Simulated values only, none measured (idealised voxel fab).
Documented hereafter: the process module known as voxel self aligned vias.
The cross-section shown here is cut; it is 245 nm wide and divided into square cells measuring 5 nm on a side.
Cross-section, as written here: a square-cell grid given band by band from the top down, where a band holds one or more rows of cells.
Within each band entry, the heights of the top and of the bottom of the band appear first, in that order and in nm; the materials of the band then follow from left to right, each with its corresponding width in nm. The designation "everywhere" on a single material indicates that it fills the band from edge to edge; the designation "air" indicates empty space.
Basically, 0 is our baseline, since under it the wafer straight out of the box is all one material. The bottom band has no lower end and keeps on going down, so it looks like "0 and below".
Width spec "30->40" -> top row of cells at first value, bottom row at second value, equal per-row change in between.
A step reported as "remained unchanged" is a step in which no cell of the cross-section changed.
"Closed voids list" enumerates empty spaces isolated from the top, with no open way to it, that contain at least 8 cells, giving each as width x height at distance from the left edge, all three in nm.
If you see something after the settings on a step's line, that's the simulator's own remark about that step.
"overlay nm", when on a step's line for a step with a mask, measures how far to the right of its planned place the mask lay; a negative measure means to the left.

[The following list gives the planned process steps]
1) RECEIVE: material Si
2) CONFORMAL_DEP: material SiO2, thk nm 15
3) CONFORMAL_DEP: material SiCN, thk nm 5
4) DIRECTIONAL_DEP: material SiO2, thk nm 25
5) MASKED_ETCH: tone open, mask id LINES, width nm 30, pitch nm 65, etch materials SiO2, depth nm 25, overlay nm 0
6) CONFORMAL_DEP: material TiN, thk nm 5
7) FILL_DEP: material W, thk nm 10
8) CMP: height nm 45
9) SELECTIVE_ETCH: etch materials W Ru TiN, depth nm 5
10) FILL_DEP: material SiN, thk nm 5
11) CMP: height nm 45
12) DIRECTIONAL_DEP: material SiO2, thk nm 15
13) MASKED_ETCH: tone open, mask id VIAS, width nm 50, pitch nm 65, etch materials SiO2, depth nm 15, overlay nm 0
14) MASKED_ETCH: tone open, mask id VIAS, width nm 50, pitch nm 65, etch materials SiN, depth nm 5, overlay nm 0
15) CONFORMAL_DEP: material TiN, thk nm 5
16) FILL_DEP: material W, thk nm 5
17) CMP: height nm 60
18) CONFORMAL_DEP: material SiCN, thk nm 5

[As-received state of the wafer in cross-section, equivalent to post-step 1]
    0 and below  Si everywhere
    Closed voids list: none

[Sectioned view, first of two wafers, at the close of the module, processed as intended in the plan]
    65 down to 60  SiCN everywhere
    60 down to 50  SiO2 30 nm  TiN 5 nm  W 40 nm  TiN 5 nm  SiO2 15 nm  TiN 5 nm  W 40 nm  TiN 5 nm  SiO2 15 nm  TiN 5 nm  W 40 nm  TiN 5 nm  SiO2 35 nm
    50 down to 45  SiO2 30 nm  TiN 15 nm  W 20 nm  TiN 15 nm  SiO2 15 nm  TiN 15 nm  W 20 nm  TiN 15 nm  SiO2 15 nm  TiN 15 nm  W 20 nm  TiN 15 nm  SiO2 35 nm
    45 down to 40  SiO2 40 nm  TiN 30 nm  SiO2 35 nm  TiN 30 nm  SiO2 35 nm  TiN 30 nm  SiO2 45 nm
    40 down to 25  SiO2 40 nm  TiN 5 nm  W 20 nm  TiN 5 nm  SiO2 35 nm  TiN 5 nm  W 20 nm  TiN 5 nm  SiO2 35 nm  TiN 5 nm  W 20 nm  TiN 5 nm  SiO2 45 nm
    25 down to 20  SiO2 40 nm  TiN 30 nm  SiO2 35 nm  TiN 30 nm  SiO2 35 nm  TiN 30 nm  SiO2 45 nm
    20 down to 15  SiCN everywhere
    15 down to 0  SiO2 everywhere
    0 and below  Si everywhere
    Closed voids list: none

[Cross-section at end of module for the second wafer of two, which matched the first in starting point and plan and differed by one mistake in its processing]
    65 down to 60  SiCN everywhere
    60 down to 45  SiO2 30 nm  TiN 5 nm  W 40 nm  TiN 5 nm  SiO2 15 nm  TiN 5 nm  W 40 nm  TiN 5 nm  SiO2 15 nm  TiN 5 nm  W 40 nm  TiN 5 nm  SiO2 35 nm
    45 down to 40  SiN 30 nm  TiN 50 nm  SiN 15 nm  TiN 50 nm  SiN 15 nm  TiN 50 nm  SiN 35 nm
    40 down to 20  SiO2 40 nm  TiN 5 nm  W 20 nm  TiN 5 nm  SiO2 35 nm  TiN 5 nm  W 20 nm  TiN 5 nm  SiO2 35 nm  TiN 5 nm  W 20 nm  TiN 5 nm  SiO2 45 nm
    20 down to 15  SiO2 40 nm  TiN 30 nm  SiO2 35 nm  TiN 30 nm  SiO2 35 nm  TiN 30 nm  SiO2 45 nm
    15 down to 0  SiO2 everywhere
    0 and below  Si everywhere
    Closed voids list: none
The plan and the run diverged here: step 3 of the plan was excluded from execution and never run
In the final state, the cell counts of the second wafer exceed or fall short of those of the first for the following materials: -49 SiCN, +19 SiN, +6 TiN, +24 W
